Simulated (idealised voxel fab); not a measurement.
A process module follows: voxel capacitor over wiring.
The cross-section on display is named cut; it measures 155 nm wide, and its cells are 5 nm squares.
Think of the cross-section as a grid of square cells. We describe it in bands, top to bottom, and each band covers one or more rows of those cells.
The entry gives the band's vertical extent as a top height and a bottom height in nm, then its horizontal make-up as materials from left to right, each with a width in nm. "air" stands for empty space; a single material marked "all across" fills the band edge to edge.
Where do heights start? At 0: under that level the wafer as delivered is made of one material only. And the lowest band has no floor; it just carries on downward, as in "z 0 and below".
Graded width ("30->40"): value in top row of band = first number; value in bottom row = second number; row-to-row change constant.
Take "no alteration" at face value: in the step it is given for, the cross-section changed in none of its cells.
So "Closed void catalog" is basically the list of trapped voids: any empty space of 8 cells or more that can't reach the top through an opening. They're written width x height at distance, the distance being from the left edge, and it's all nm.
It should be noted that, on the line of a given step, the content following the step's settings is a remark produced by the simulator itself with respect to that step.
The optional step-line setting "overlay nm" applies to steps with a mask and quantifies how far to the right of its planned location the mask lay, a negative value indicating leftward placement.
Each pair of cross-sections that follows straddles one process step: the one shows the state before the step, the other the state after it, down to the lowest band that changed and no further. The step in question, and its settings, are given under the pair. Note that a pair is not necessarily a continuation of the pair above it, since pairs can come from different runs of this module on the same starting wafer; it is a continuation only where its entry headed "Before this step" says so.

### Before this step
  z 0 and below | Si all across
  Closed void catalog: none

### after
  z 15 to 0 | SiO2 all across
  Below 0, no change.
  Closed void catalog: none
Name the step between the before and after sections above: CONFORMAL_DEP [material SiO2] [thk nm 15]

Before this step: The prior state of this step coincides with the post-step cross-section of the pair just above.

### after
  z 20 to 15 | TiN all across
  Below 15, no change.
  Closed void catalog: none
Name the step between the before and after sections above: DIRECTIONAL_DEP [material TiN] [thk nm 5]

Before this step: The prior state of this step coincides with the post-step cross-section of the pair just above.

### after
  z 35 to 20 | Ru all across
  Below 20, no change.
  Closed void catalog: none
Name the step between the before and after sections above: DIRECTIONAL_DEP [material Ru] [thk nm 15]

Before this step: The prior state of this step coincides with the post-step cross-section of the pair just above.

### after
  z 35 to 20 | air (20), then Ru (25), then air (60), then Ru (25), then air (25)
  Below 20, no change.
  Closed void catalog: none
Name the step between the before and after sections above: MASKED_ETCH [tone cover] [mask id METAL_1] [width nm 25] [pitch nm 85] [etch materials Ru] [depth nm 15] [overlay nm 0]

Before this step: The prior state of this step coincides with the post-step cross-section of the pair just above.

### after
  z 35 to 20 | air (20), then Ru (25), then air (60), then Ru (25), then air (25)
  z 20 to 15 | air (20), then TiN (25), then air (60), then TiN (25), then air (25)
  Below 15, no change.
  Closed void catalog: none
Name the step between the before and after sections above: MASKED_ETCH [tone cover] [mask id METAL_1] [width nm 25] [pitch nm 85] [etch materials TiN] [depth nm 5] [overlay nm 0]

Before this step: The prior state of this step coincides with the post-step cross-section of the pair just above.

### after
  z 40 to 35 | air (15), then SiN (35), then air (50), then SiN (35), then air (20)
  z 35 to 20 | air (15), then SiN (5), then Ru (25), then SiN (5), then air (50), then SiN (5), then Ru (25), then SiN (5), then air (20)
  z 20 to 15 | SiN (20), then TiN (25), then SiN (60), then TiN (25), then SiN (25)
  Below 15, no change.
  Closed void catalog: none
Name the step between the before and after sections above: CONFORMAL_DEP [material SiN] [thk nm 5]

Before this step: The prior state of this step coincides with the post-step cross-section of the pair just above.

### after
  z 45 to 40 | SiO2 all across
  z 40 to 35 | SiO2 (15), then SiN (35), then SiO2 (50), then SiN (35), then SiO2 (20)
  z 35 to 20 | SiO2 (15), then SiN (5), then Ru (25), then SiN (5), then SiO2 (50), then SiN (5), then Ru (25), then SiN (5), then SiO2 (20)
  Below 20, no change.
  Closed void catalog: none
Name the step between the before and after sections above: FILL_DEP [material SiO2] [thk nm 5]

Before this step: The prior state of this step coincides with the post-step cross-section of the pair just above.

### after
  z 35 to 20 | SiO2 (15), then SiN (5), then Ru (25), then SiN (5), then SiO2 (50), then SiN (5), then Ru (25), then SiN (5), then SiO2 (20)
  Below 20, no change.
  Closed void catalog: none
Name the step between the before and after sections above: CMP [height nm 35]

Before this step: The prior state of this step coincides with the post-step cross-section of the pair just above.

### after
  z 40 to 35 | SiCN all across
  Below 35, no change.
  Closed void catalog: none
Name the step between the before and after sections above: CONFORMAL_DEP [material SiCN] [thk nm 5]

Before this step: The prior state of this step coincides with the post-step cross-section of the pair just above.

### after
  z 60 to 40 | lowk all across
  Below 40, no change.
  Closed void catalog: none
Name the step between the before and after sections above: DIRECTIONAL_DEP [material lowk] [thk nm 20]

Before this step: The prior state of this step coincides with the post-step cross-section of the pair just above.

### after
  z 60 to 40 | lowk (30), then air (15), then lowk (110)
  Below 40, no change.
  Closed void catalog: none
Name the step between the before and after sections above: MASKED_ETCH [tone open] [mask id PLUG_1] [width nm 15] [etch materials lowk] [depth nm 20] [overlay nm 0]

Before this step: The prior state of this step coincides with the post-step cross-section of the pair just above.

### after
  z 60 to 40 | lowk (30), then air (15), then lowk (110)
  z 40 to 35 | SiCN (30), then air (15), then SiCN (110)
  Below 35, no change.
  Closed void catalog: none
Name the step between the before and after sections above: MASKED_ETCH [tone open] [mask id PLUG_1] [width nm 15] [etch materials SiCN] [depth nm 5] [overlay nm 0]

Before this step: The prior state of this step coincides with the post-step cross-section of the pair just above.

### after
  z 60 to 45 | lowk (30), then air (15), then lowk (110)
  z 45 to 40 | lowk (30), then Ru (15), then lowk (110)
  z 40 to 35 | SiCN (30), then Ru (15), then SiCN (110)
  Below 35, no change.
  Closed void catalog: none
Name the step between the before and after sections above: EPI [material Ru] [thk nm 10]

Before this step: The prior state of this step coincides with the post-step cross-section of the pair just above.

### after
  z 60 to 55 | lowk (30), then air (15), then lowk (110)
  z 55 to 40 | lowk (30), then Ru (15), then lowk (110)
  Below 40, no change.
  Closed void catalog: none
Name the step between the before and after sections above: EPI [material Ru] [thk nm 10]

Before this step: The prior state of this step coincides with the post-step cross-section of the pair just above.

### after
  z 60 to 40 | lowk (30), then Ru (15), then lowk (110)
  Below 40, no change.
  Closed void catalog: none
Name the step between the before and after sections above: EPI [material Ru] [thk nm 5]

Before this step: The prior state of this step coincides with the post-step cross-section of the pair just above.

### after
  z 65 to 60 | TiN all across
  Below 60, no change.
  Closed void catalog: none
Name the step between the before and after sections above: DIRECTIONAL_DEP [material TiN] [thk nm 5]

Before this step: The prior state of this step coincides with the post-step cross-section of the pair just above.

### after
  z 70 to 65 | SiN all across
  Below 65, no change.
  Closed void catalog: none
Name the step between the before and after sections above: DIRECTIONAL_DEP [material SiN] [thk nm 5]

Before this step: The prior state of this step coincides with the post-step cross-section of the pair just above.

### after
  z 75 to 70 | TiN all across
  Below 70, no change.
  Closed void catalog: none
Name the step between the before and after sections above: DIRECTIONAL_DEP [material TiN] [thk nm 5]

Before this step: The prior state of this step coincides with the post-step cross-section of the pair just above.

### after
  z 75 to 70 | air (30), then TiN (65), then air (60)
  Below 70, no change.
  Closed void catalog: none
Name the step between the before and after sections above: MASKED_ETCH [tone cover] [mask id UPPER_PLATE] [width nm 65] [etch materials TiN] [depth nm 5] [overlay nm 0]

Before this step: The prior state of this step coincides with the post-step cross-section of the pair just above.

### after
  z 75 to 70 | air (30), then TiN (65), then air (60)
  z 70 to 65 | air (30), then SiN (65), then air (60)
  Below 65, no change.
  Closed void catalog: none
Name the step between the before and after sections above: MASKED_ETCH [tone cover] [mask id UPPER_PLATE] [width nm 65] [etch materials SiN] [depth nm 5] [overlay nm 0]

Before this step: The prior state of this step coincides with the post-step cross-section of the pair just above.

### after
  z 95 to 75 | air (25), then resist (75), then air (55)
  z 75 to 70 | air (25), then resist (5), then TiN (65), then resist (5), then air (55)
  z 70 to 65 | air (25), then resist (5), then SiN (65), then resist (5), then air (55)
  Below 65, no change.
  Closed void catalog: none
Name the step between the before and after sections above: PATTERN [tone cover] [mask id LOWER_PLATE] [material resist] [width nm 75] [thk nm 20] [overlay nm 0]

Before this step: The prior state of this step coincides with the post-step cross-section of the pair just above.

### after
  z 95 to 75 | air (25), then resist (75), then air (55)
  z 75 to 70 | air (25), then resist (5), then TiN (65), then resist (5), then air (55)
  z 70 to 65 | air (25), then resist (5), then SiN (65), then resist (5), then air (55)
  z 65 to 60 | air (25), then TiN (75), then air (55)
  Below 60, no change.
  Closed void catalog: none
Name the step between the before and after sections above: DIRECTIONAL_ETCH [etch materials TiN] [depth nm 5]

Before this step: The prior state of this step coincides with the post-step cross-section of the pair just above.

### after
  z 75 to 70 | air (30), then TiN (65), then air (60)
  z 70 to 65 | air (30), then SiN (65), then air (60)
  Below 65, no change.
  Closed void catalog: none
Name the step between the before and after sections above: STRIP [etch materials resist]

Before this step: The prior state of this step coincides with the post-step cross-section of the pair just above.

### after
  z 95 to 75 | SiO2 all across
  z 75 to 70 | SiO2 (30), then TiN (65), then SiO2 (60)
  z 70 to 65 | SiO2 (30), then SiN (65), then SiO2 (60)
  z 65 to 60 | SiO2 (25), then TiN (75), then SiO2 (55)
  Below 60, no change.
  Closed void catalog: none
Name the step between the before and after sections above: FILL_DEP [material SiO2] [thk nm 20]

Before this step: The prior state of this step coincides with the post-step cross-section of the pair just above.

### after
  z 90 to 75 | SiO2 all across
  Below 75, no change.
  Closed void catalog: none
Name the step between the before and after sections above: CMP [height nm 90]

Before this step: The prior state of this step coincides with the post-step cross-section of the pair just above.

### after
  z 110 to 90 | resist (40), then air (15), then resist (100)
  Below 90, no change.
  Closed void catalog: none
Name the step between the before and after sections above: PATTERN [tone open] [mask id PLUG_2] [material resist] [width nm 15] [thk nm 20] [overlay nm 0]

Before this step: The prior state of this step coincides with the post-step cross-section of the pair just above.

### after
  z 110 to 90 | resist (40), then air (15), then resist (100)
  z 90 to 75 | SiO2 (40), then air (15), then SiO2 (100)
  Below 75, no change.
  Closed void catalog: none
Name the step between the before and after sections above: DIRECTIONAL_ETCH [etch materials SiO2] [depth nm 15]

Before this step: The prior state of this step coincides with the post-step cross-section of the pair just above.

### after
  z 90 to 75 | SiO2 (40), then air (15), then SiO2 (100)
  Below 75, no change.
  Closed void catalog: none
Name the step between the before and after sections above: STRIP [etch materials resist]

Before this step: The prior state of this step coincides with the post-step cross-section of the pair just above.

### after
  z 95 to 90 | TiN (45), then air (5), then TiN (105)
  z 90 to 80 | SiO2 (40), then TiN (5), then air (5), then TiN (5), then SiO2 (100)
  z 80 to 70 | SiO2 (40->30), then TiN (15->65), then SiO2 (100->60)
  Below 70, no change.
  Closed void catalog: none
Name the step between the before and after sections above: CONFORMAL_DEP [material TiN] [thk nm 5]

Before this step: The prior state of this step coincides with the post-step cross-section of the pair just above.

### after
  z 105 to 95 | W all across
  z 95 to 90 | TiN (45), then W (5), then TiN (105)
  z 90 to 80 | SiO2 (40), then TiN (5), then W (5), then TiN (5), then SiO2 (100)
  Below 80, no change.
  Closed void catalog: none
Name the step between the before and after sections above: FILL_DEP [material W] [thk nm 10]

Before this step: The prior state of this step coincides with the post-step cross-section of the pair just above.

### after
  z 90 to 80 | SiO2 (40), then TiN (5), then W (5), then TiN (5), then SiO2 (100)
  Below 80, no change.
  Closed void catalog: none
Name the step between the before and after sections above: CMP [height nm 90]

Before this step: The prior state of this step coincides with the post-step cross-section of the pair just above.

### after
  z 95 to 90 | SiN all across
  Below 90, no change.
  Closed void catalog: none
Name the step between the before and after sections above: CONFORMAL_DEP [material SiN] [thk nm 5]

### Before this step
  z 15 to 0 | SiO2 all across
  z 0 and below | Si all across
  Closed void catalog: none

### after
  z 30 to 15 | Ru all across
  Below 15, no change.
  Closed void catalog: none
Name the step between the before and after sections above: DIRECTIONAL_DEP [material Ru] [thk nm 15]

Before this step: The prior state of this step coincides with the post-step cross-section of the pair just above.

### after
  z 30 to 15 | air (20), then Ru (25), then air (60), then Ru (25), then air (25)
  Below 15, no change.
  Closed void catalog: none
Name the step between the before and after sections above: MASKED_ETCH [tone cover] [mask id METAL_1] [width nm 25] [pitch nm 85] [etch materials Ru] [depth nm 15] [overlay nm 0]

Before this step: The prior state of this step coincides with the post-step cross-section of the pair just above.

### after
  z 35 to 30 | air (15), then SiN (35), then air (50), then SiN (35), then air (20)
  z 30 to 20 | air (15), then SiN (5), then Ru (25), then SiN (5), then air (50), then SiN (5), then Ru (25), then SiN (5), then air (20)
  z 20 to 15 | SiN (20), then Ru (25), then SiN (60), then Ru (25), then SiN (25)
  Below 15, no change.
  Closed void catalog: none
Name the step between the before and after sections above: CONFORMAL_DEP [material SiN] [thk nm 5]

Before this step: The prior state of this step coincides with the post-step cross-section of the pair just above.

### after
  z 40 to 35 | SiO2 all across
  z 35 to 30 | SiO2 (15), then SiN (35), then SiO2 (50), then SiN (35), then SiO2 (20)
  z 30 to 20 | SiO2 (15), then SiN (5), then Ru (25), then SiN (5), then SiO2 (50), then SiN (5), then Ru (25), then SiN (5), then SiO2 (20)
  Below 20, no change.
  Closed void catalog: none
Name the step between the before and after sections above: FILL_DEP [material SiO2] [thk nm 5]

Before this step: The prior state of this step coincides with the post-step cross-section of the pair just above.

### after
  z 35 to 30 | SiO2 (15), then SiN (35), then SiO2 (50), then SiN (35), then SiO2 (20)
  Below 30, no change.
  Closed void catalog: none
Name the step between the before and after sections above: CMP [height nm 35]

Before this step: The prior state of this step coincides with the post-step cross-section of the pair just above.

### after
  z 40 to 35 | SiCN all across
  Below 35, no change.
  Closed void catalog: none
Name the step between the before and after sections above: CONFORMAL_DEP [material SiCN] [thk nm 5]

Before this step: The prior state of this step coincides with the post-step cross-section of the pair just above.

### after
  z 60 to 40 | lowk all across
  Below 40, no change.
  Closed void catalog: none
Name the step between the before and after sections above: DIRECTIONAL_DEP [material lowk] [thk nm 20]

Before this step: The prior state of this step coincides with the post-step cross-section of the pair just above.

### after
  z 60 to 40 | lowk (30), then air (15), then lowk (110)
  Below 40, no change.
  Closed void catalog: none
Name the step between the before and after sections above: MASKED_ETCH [tone open] [mask id PLUG_1] [width nm 15] [etch materials lowk] [depth nm 20] [overlay nm 0]

Before this step: The prior state of this step coincides with the post-step cross-section of the pair just above.

### after
  z 60 to 40 | lowk (30), then air (15), then lowk (110)
  z 40 to 35 | SiCN (30), then air (15), then SiCN (110)
  Below 35, no change.
  Closed void catalog: none
Name the step between the before and after sections above: MASKED_ETCH [tone open] [mask id PLUG_1] [width nm 15] [etch materials SiCN] [depth nm 5] [overlay nm 0]

Before this step: The prior state of this step coincides with the post-step cross-section of the pair just above.

### after
  z 65 to 60 | TiN (30), then air (15), then TiN (110)
  z 60 to 40 | lowk (30), then air (15), then lowk (110)
  z 40 to 35 | SiCN (30), then TiN (15), then SiCN (110)
  Below 35, no change.
  Closed void catalog: none
Name the step between the before and after sections above: DIRECTIONAL_DEP [material TiN] [thk nm 5]

Before this step: The prior state of this step coincides with the post-step cross-section of the pair just above.

### after
  z 70 to 65 | SiN (30), then air (15), then SiN (110)
  z 65 to 60 | TiN (30), then air (15), then TiN (110)
  z 60 to 45 | lowk (30), then air (15), then lowk (110)
  z 45 to 40 | lowk (30), then SiN (15), then lowk (110)
  Below 40, no change.
  Closed void catalog: none
Name the step between the before and after sections above: DIRECTIONAL_DEP [material SiN] [thk nm 5]

Before this step: The prior state of this step coincides with the post-step cross-section of the pair just above.

### after
  z 75 to 70 | TiN (30), then air (15), then TiN (110)
  z 70 to 65 | SiN (30), then air (15), then SiN (110)
  z 65 to 60 | TiN (30), then air (15), then TiN (110)
  z 60 to 50 | lowk (30), then air (15), then lowk (110)
  z 50 to 45 | lowk (30), then TiN (15), then lowk (110)
  Below 45, no change.
  Closed void catalog: none
Name the step between the before and after sections above: DIRECTIONAL_DEP [material TiN] [thk nm 5]

Before this step: The prior state of this step coincides with the post-step cross-section of the pair just above.

### after
  z 75 to 70 | air (45), then TiN (50), then air (60)
  Below 70, no change.
  Closed void catalog: none
Name the step between the before and after sections above: MASKED_ETCH [tone cover] [mask id UPPER_PLATE] [width nm 65] [etch materials TiN] [depth nm 5] [overlay nm 0]

Before this step: The prior state of this step coincides with the post-step cross-section of the pair just above.

### after
  z 75 to 70 | air (45), then TiN (50), then air (60)
  z 70 to 65 | air (45), then SiN (50), then air (60)
  Below 65, no change.
  Closed void catalog: none
Name the step between the before and after sections above: MASKED_ETCH [tone cover] [mask id UPPER_PLATE] [width nm 65] [etch materials SiN] [depth nm 5] [overlay nm 0]

Before this step: The prior state of this step coincides with the post-step cross-section of the pair just above.

### after
  z 95 to 75 | air (25), then resist (75), then air (55)
  z 75 to 70 | air (25), then resist (20), then TiN (50), then resist (5), then air (55)
  z 70 to 65 | air (25), then resist (20), then SiN (50), then resist (5), then air (55)
  z 65 to 60 | TiN (30), then resist (15), then TiN (110)
  z 60 to 50 | lowk (30), then resist (15), then lowk (110)
  Below 50, no change.
  Closed void catalog: none
Name the step between the before and after sections above: PATTERN [tone cover] [mask id LOWER_PLATE] [material resist] [width nm 75] [thk nm 20] [overlay nm 0]

Before this step: The prior state of this step coincides with the post-step cross-section of the pair just above.

### after
  z 95 to 75 | air (25), then resist (75), then air (55)
  z 75 to 70 | air (25), then resist (20), then TiN (50), then resist (5), then air (55)
  z 70 to 65 | air (25), then resist (20), then SiN (50), then resist (5), then air (55)
  z 65 to 60 | air (25), then TiN (5), then resist (15), then TiN (55), then air (55)
  Below 60, no change.
  Closed void catalog: none
Name the step between the before and after sections above: DIRECTIONAL_ETCH [etch materials TiN] [depth nm 5]

Before this step: The prior state of this step coincides with the post-step cross-section of the pair just above.

### after
  z 75 to 70 | air (45), then TiN (50), then air (60)
  z 70 to 65 | air (45), then SiN (50), then air (60)
  z 65 to 60 | air (25), then TiN (5), then air (15), then TiN (55), then air (55)
  z 60 to 50 | lowk (30), then air (15), then lowk (110)
  Below 50, no change.
  Closed void catalog: none
Name the step between the before and after sections above: STRIP [etch materials resist]

Before this step: The prior state of this step coincides with the post-step cross-section of the pair just above.

### after
  z 95 to 75 | SiO2 all across
  z 75 to 70 | SiO2 (45), then TiN (50), then SiO2 (60)
  z 70 to 65 | SiO2 (45), then SiN (50), then SiO2 (60)
  z 65 to 60 | SiO2 (25), then TiN (5), then SiO2 (15), then TiN (55), then SiO2 (55)
  z 60 to 50 | lowk (30), then SiO2 (15), then lowk (110)
  Below 50, no change.
  Closed void catalog: none
Name the step between the before and after sections above: FILL_DEP [material SiO2] [thk nm 20]

Before this step: The prior state of this step coincides with the post-step cross-section of the pair just above.

### after
  z 90 to 75 | SiO2 all across
  Below 75, no change.
  Closed void catalog: none
Name the step between the before and after sections above: CMP [height nm 90]

Before this step: The prior state of this step coincides with the post-step cross-section of the pair just above.

### after
  z 110 to 90 | resist (40), then air (15), then resist (100)
  Below 90, no change.
  Closed void catalog: none
Name the step between the before and after sections above: PATTERN [tone open] [mask id PLUG_2] [material resist] [width nm 15] [thk nm 20] [overlay nm 0]

Before this step: The prior state of this step coincides with the post-step cross-section of the pair just above.

### after
  z 110 to 90 | resist (40), then air (15), then resist (100)
  z 90 to 75 | SiO2 (40), then air (15), then SiO2 (100)
  Below 75, no change.
  Closed void catalog: none
Name the step between the before and after sections above: DIRECTIONAL_ETCH [etch materials SiO2] [depth nm 15]

Before this step: The prior state of this step coincides with the post-step cross-section of the pair just above.

### after
  z 90 to 75 | SiO2 (40), then air (15), then SiO2 (100)
  Below 75, no change.
  Closed void catalog: none
Name the step between the before and after sections above: STRIP [etch materials resist]

Before this step: The prior state of this step coincides with the post-step cross-section of the pair just above.

### after
  z 95 to 90 | TiN (45), then air (5), then TiN (105)
  z 90 to 80 | SiO2 (40), then TiN (5), then air (5), then TiN (5), then SiO2 (100)
  z 80 to 70 | SiO2 (40->45), then TiN (15->50), then SiO2 (100->60)
  Below 70, no change.
  Closed void catalog: none
Name the step between the before and after sections above: CONFORMAL_DEP [material TiN] [thk nm 5]

Before this step: The prior state of this step coincides with the post-step cross-section of the pair just above.

### after
  z 105 to 95 | W all across
  z 95 to 90 | TiN (45), then W (5), then TiN (105)
  z 90 to 80 | SiO2 (40), then TiN (5), then W (5), then TiN (5), then SiO2 (100)
  Below 80, no change.
  Closed void catalog: none
Name the step between the before and after sections above: FILL_DEP [material W] [thk nm 10]

Before this step: The prior state of this step coincides with the post-step cross-section of the pair just above.

### after
  z 90 to 80 | SiO2 (40), then TiN (5), then W (5), then TiN (5), then SiO2 (100)
  Below 80, no change.
  Closed void catalog: none
Name the step between the before and after sections above: CMP [height nm 90]

Before this step: The prior state of this step coincides with the post-step cross-section of the pair just above.

### after
  z 95 to 90 | SiN all across
  Below 90, no change.
  Closed void catalog: none
Name the step between the before and after sections above: CONFORMAL_DEP [material SiN] [thk nm 5]

### Before this step
  z 15 to 0 | SiO2 all across
  z 0 and below | Si all across
  Closed void catalog: none

### after
  z 30 to 0 | SiO2 all across
  Below 0, no change.
  Closed void catalog: none
Name the step between the before and after sections above: CONFORMAL_DEP [material SiO2] [thk nm 15]

Before this step: The prior state of this step coincides with the post-step cross-section of the pair just above.

### after
  z 35 to 30 | TiN all across
  Below 30, no change.
  Closed void catalog: none
Name the step between the before and after sections above: DIRECTIONAL_DEP [material TiN] [thk nm 5]

Before this step: The prior state of this step coincides with the post-step cross-section of the pair just above.

### after
  z 50 to 35 | Ru all across
  Below 35, no change.
  Closed void catalog: none
Name the step between the before and after sections above: DIRECTIONAL_DEP [material Ru] [thk nm 15]

Before this step: The prior state of this step coincides with the post-step cross-section of the pair just above.

### after
  z 50 to 35 | air (20), then Ru (25), then air (60), then Ru (25), then air (25)
  Below 35, no change.
  Closed void catalog: none
Name the step between the before and after sections above: MASKED_ETCH [tone cover] [mask id METAL_1] [width nm 25] [pitch nm 85] [etch materials Ru] [depth nm 15] [overlay nm 0]

Before this step: The prior state of this step coincides with the post-step cross-section of the pair just above.

### after
  z 50 to 35 | air (20), then Ru (25), then air (60), then Ru (25), then air (25)
  z 35 to 30 | air (20), then TiN (25), then air (60), then TiN (25), then air (25)
  Below 30, no change.
  Closed void catalog: none
Name the step between the before and after sections above: MASKED_ETCH [tone cover] [mask id METAL_1] [width nm 25] [pitch nm 85] [etch materials TiN] [depth nm 5] [overlay nm 0]

Before this step: The prior state of this step coincides with the post-step cross-section of the pair just above.

### after
  z 55 to 50 | air (15), then SiN (35), then air (50), then SiN (35), then air (20)
  z 50 to 35 | air (15), then SiN (5), then Ru (25), then SiN (5), then air (50), then SiN (5), then Ru (25), then SiN (5), then air (20)
  z 35 to 30 | SiN (20), then TiN (25), then SiN (60), then TiN (25), then SiN (25)
  Below 30, no change.
  Closed void catalog: none
Name the step between the before and after sections above: CONFORMAL_DEP [material SiN] [thk nm 5]

Before this step: The prior state of this step coincides with the post-step cross-section of the pair just above.

### after
  z 60 to 55 | SiO2 all across
  z 55 to 50 | SiO2 (15), then SiN (35), then SiO2 (50), then SiN (35), then SiO2 (20)
  z 50 to 35 | SiO2 (15), then SiN (5), then Ru (25), then SiN (5), then SiO2 (50), then SiN (5), then Ru (25), then SiN (5), then SiO2 (20)
  Below 35, no change.
  Closed void catalog: none
Name the step between the before and after sections above: FILL_DEP [material SiO2] [thk nm 5]

Before this step: The prior state of this step coincides with the post-step cross-section of the pair just above.

### after
  z 35 to 30 | SiN (20), then TiN (25), then SiN (60), then TiN (25), then SiN (25)
  Below 30, no change.
  Closed void catalog: none
Name the step between the before and after sections above: CMP [height nm 35]

Before this step: The prior state of this step coincides with the post-step cross-section of the pair just above.

### after
  z 40 to 35 | SiCN all across
  Below 35, no change.
  Closed void catalog: none
Name the step between the before and after sections above: CONFORMAL_DEP [material SiCN] [thk nm 5]

Before this step: The prior state of this step coincides with the post-step cross-section of the pair just above.

### after
  z 60 to 40 | lowk all across
  Below 40, no change.
  Closed void catalog: none
Name the step between the before and after sections above: DIRECTIONAL_DEP [material lowk] [thk nm 20]

Before this step: The prior state of this step coincides with the post-step cross-section of the pair just above.

### after
  z 60 to 40 | lowk (30), then air (15), then lowk (110)
  Below 40, no change.
  Closed void catalog: none
Name the step between the before and after sections above: MASKED_ETCH [tone open] [mask id PLUG_1] [width nm 15] [etch materials lowk] [depth nm 20] [overlay nm 0]

Before this step: The prior state of this step coincides with the post-step cross-section of the pair just above.

### after
  z 60 to 40 | lowk (30), then air (15), then lowk (110)
  z 40 to 35 | SiCN (30), then air (15), then SiCN (110)
  Below 35, no change.
  Closed void catalog: none
Name the step between the before and after sections above: MASKED_ETCH [tone open] [mask id PLUG_1] [width nm 15] [etch materials SiCN] [depth nm 5] [overlay nm 0]

Before this step: The prior state of this step coincides with the post-step cross-section of the pair just above.

### after
  z 60 to 45 | lowk (30), then air (15), then lowk (110)
  z 45 to 40 | lowk (30), then Ru (15), then lowk (110)
  z 40 to 35 | SiCN (30), then Ru (15), then SiCN (110)
  Below 35, no change.
  Closed void catalog: none
Name the step between the before and after sections above: EPI [material Ru] [thk nm 10]

Before this step: The prior state of this step coincides with the post-step cross-section of the pair just above.

### after
  z 60 to 55 | lowk (30), then air (15), then lowk (110)
  z 55 to 40 | lowk (30), then Ru (15), then lowk (110)
  Below 40, no change.
  Closed void catalog: none
Name the step between the before and after sections above: EPI [material Ru] [thk nm 10]

Before this step: The prior state of this step coincides with the post-step cross-section of the pair just above.

### after
  z 60 to 40 | lowk (30), then Ru (15), then lowk (110)
  Below 40, no change.
  Closed void catalog: none
Name the step between the before and after sections above: EPI [material Ru] [thk nm 5]

Before this step: The prior state of this step coincides with the post-step cross-section of the pair just above.

### after
  z 65 to 60 | TiN all across
  Below 60, no change.
  Closed void catalog: none
Name the step between the before and after sections above: DIRECTIONAL_DEP [material TiN] [thk nm 5]

Before this step: The prior state of this step coincides with the post-step cross-section of the pair just above.

### after
  z 70 to 65 | SiN all across
  Below 65, no change.
  Closed void catalog: none
Name the step between the before and after sections above: DIRECTIONAL_DEP [material SiN] [thk nm 5]

Before this step: The prior state of this step coincides with the post-step cross-section of the pair just above.

### after
  z 75 to 70 | TiN all across
  Below 70, no change.
  Closed void catalog: none
Name the step between the before and after sections above: DIRECTIONAL_DEP [material TiN] [thk nm 5]

Before this step: The prior state of this step coincides with the post-step cross-section of the pair just above.

### after
  z 75 to 70 | air (30), then TiN (65), then air (60)
  Below 70, no change.
  Closed void catalog: none
Name the step between the before and after sections above: MASKED_ETCH [tone cover] [mask id UPPER_PLATE] [width nm 65] [etch materials TiN] [depth nm 5] [overlay nm 0]

Before this step: The prior state of this step coincides with the post-step cross-section of the pair just above.

### after
  z 75 to 70 | air (30), then TiN (65), then air (60)
  z 70 to 65 | air (30), then SiN (65), then air (60)
  Below 65, no change.
  Closed void catalog: none
Name the step between the before and after sections above: MASKED_ETCH [tone cover] [mask id UPPER_PLATE] [width nm 65] [etch materials SiN] [depth nm 5] [overlay nm 0]

Before this step: The prior state of this step coincides with the post-step cross-section of the pair just above.

### after
  z 95 to 75 | air (25), then resist (75), then air (55)
  z 75 to 70 | air (25), then resist (5), then TiN (65), then resist (5), then air (55)
  z 70 to 65 | air (25), then resist (5), then SiN (65), then resist (5), then air (55)
  Below 65, no change.
  Closed void catalog: none
Name the step between the before and after sections above: PATTERN [tone cover] [mask id LOWER_PLATE] [material resist] [width nm 75] [thk nm 20] [overlay nm 0]

Before this step: The prior state of this step coincides with the post-step cross-section of the pair just above.

### after
  z 95 to 75 | air (25), then resist (75), then air (55)
  z 75 to 70 | air (25), then resist (5), then TiN (65), then resist (5), then air (55)
  z 70 to 65 | air (25), then resist (5), then SiN (65), then resist (5), then air (55)
  z 65 to 60 | air (25), then TiN (75), then air (55)
  Below 60, no change.
  Closed void catalog: none
Name the step between the before and after sections above: DIRECTIONAL_ETCH [etch materials TiN] [depth nm 5]

Before this step: The prior state of this step coincides with the post-step cross-section of the pair just above.

### after
  z 75 to 70 | air (30), then TiN (65), then air (60)
  z 70 to 65 | air (30), then SiN (65), then air (60)
  Below 65, no change.
  Closed void catalog: none
Name the step between the before and after sections above: STRIP [etch materials resist]

Before this step: The prior state of this step coincides with the post-step cross-section of the pair just above.

### after
  z 95 to 75 | SiO2 all across
  z 75 to 70 | SiO2 (30), then TiN (65), then SiO2 (60)
  z 70 to 65 | SiO2 (30), then SiN (65), then SiO2 (60)
  z 65 to 60 | SiO2 (25), then TiN (75), then SiO2 (55)
  Below 60, no change.
  Closed void catalog: none
Name the step between the before and after sections above: FILL_DEP [material SiO2] [thk nm 20]

Before this step: The prior state of this step coincides with the post-step cross-section of the pair just above.

### after
  z 90 to 75 | SiO2 all across
  Below 75, no change.
  Closed void catalog: none
Name the step between the before and after sections above: CMP [height nm 90]

Before this step: The prior state of this step coincides with the post-step cross-section of the pair just above.

### after
  z 110 to 90 | resist (40), then air (15), then resist (100)
  Below 90, no change.
  Closed void catalog: none
Name the step between the before and after sections above: PATTERN [tone open] [mask id PLUG_2] [material resist] [width nm 15] [thk nm 20] [overlay nm 0]

Before this step: The prior state of this step coincides with the post-step cross-section of the pair just above.

### after
  z 110 to 90 | resist (40), then air (15), then resist (100)
  z 90 to 75 | SiO2 (40), then air (15), then SiO2 (100)
  Below 75, no change.
  Closed void catalog: none
Name the step between the before and after sections above: DIRECTIONAL_ETCH [etch materials SiO2] [depth nm 15]

Before this step: The prior state of this step coincides with the post-step cross-section of the pair just above.

### after
  z 90 to 75 | SiO2 (40), then air (15), then SiO2 (100)
  Below 75, no change.
  Closed void catalog: none
Name the step between the before and after sections above: STRIP [etch materials resist]

Before this step: The prior state of this step coincides with the post-step cross-section of the pair just above.

### after
  z 95 to 90 | TiN (45), then air (5), then TiN (105)
  z 90 to 80 | SiO2 (40), then TiN (5), then air (5), then TiN (5), then SiO2 (100)
  z 80 to 70 | SiO2 (40->30), then TiN (15->65), then SiO2 (100->60)
  Below 70, no change.
  Closed void catalog: none
Name the step between the before and after sections above: CONFORMAL_DEP [material TiN] [thk nm 5]

Before this step: The prior state of this step coincides with the post-step cross-section of the pair just above.

### after
  z 105 to 95 | W all across
  z 95 to 90 | TiN (45), then W (5), then TiN (105)
  z 90 to 80 | SiO2 (40), then TiN (5), then W (5), then TiN (5), then SiO2 (100)
  Below 80, no change.
  Closed void catalog: none
Name the step between the before and after sections above: FILL_DEP [material W] [thk nm 10]
